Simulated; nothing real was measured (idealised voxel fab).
Presented below is a process module, voxel released beams.
Square cell edge 5 nm, section width 250 nm, ID cut.
Reading order for cross-sections: top band down to bottom band. Underlying form: a grid of square cells. Band size: one or more rows of cells.
Heads up on the band format: heights come first, top then bottom, in nm. After that it's the materials left to right, each with its width in nm. A single material flagged "full width" fills the whole band edge to edge, and "empty" means there's empty space there.
Height 0 is the level under which the wafer as received is all one material. The lowest band goes on downwards, as in "top 0, no bottom".
Think of "30..40" as a width that walks from the first number to the second as you go down the band, top row to bottom row, taking equal-sized steps from row to row.
"no change occurred" means the step left every cell of the cross-section as it was.
This entry, "Closed void inventory", enumerates those empty regions of no fewer than 8 cells that possess no open connection to the top. Each region is reported in the form width x height at distance, the distance being taken from the left edge, with all three quantities expressed in nm.
Whatever follows a step's settings on its line is a remark the simulator itself makes about that step.
"overlay nm" on a masked step: distance the mask lay right of its planned place, negative for left.

The process steps that were planned are listed below:
1 RECEIVE [material Si]
2 CONFORMAL_DEP [material SiN] [thk nm 10]
3 DIRECTIONAL_DEP [material SiO2] [thk nm 15]
4 MASKED_ETCH [tone open] [mask id ANCHOR] [width nm 35] [etch materials SiO2] [depth nm 15] [overlay nm 0]
5 CONFORMAL_DEP [material W] [thk nm 15]
6 PATTERN [tone cover] [mask id BEAM] [material resist] [width nm 110] [thk nm 15] [overlay nm 0]
7 DIRECTIONAL_ETCH [etch materials W] [depth nm 15]
8 STRIP [etch materials resist]
9 STRIP [etch materials SiO2]

So this is the incoming wafer in cross-section - it's already been through step 1:
    top 0, no bottom | Si full width
    Closed void inventory: none

Wafer cross-section at module end: first of two, run to plan:
    top 40, bottom 25 | empty: 65 / W: 20 / empty: 5 / W: 85 / empty: 75
    top 25, bottom 10 | empty: 70 / W: 35 / empty: 145
    top 10, bottom 0 | SiN full width
    top 0, no bottom | Si full width
    Closed void inventory: none

Cross-section, second wafer: same start as the first, same plan as the first, one mistake in running it; taken at the end of the module:
    top 40, bottom 25 | empty: 65 / W: 110 / empty: 75
    top 25, bottom 15 | SiN full width
    top 15, bottom 0 | SiO2 full width
    top 0, no bottom | Si full width
    Closed void inventory: none
What went wrong in running the wafer? ran 2 and 3 in swapped order versus the plan
Count the cells at the end and the second wafer has more or fewer of some materials than the first: SiO2 +150; W -18
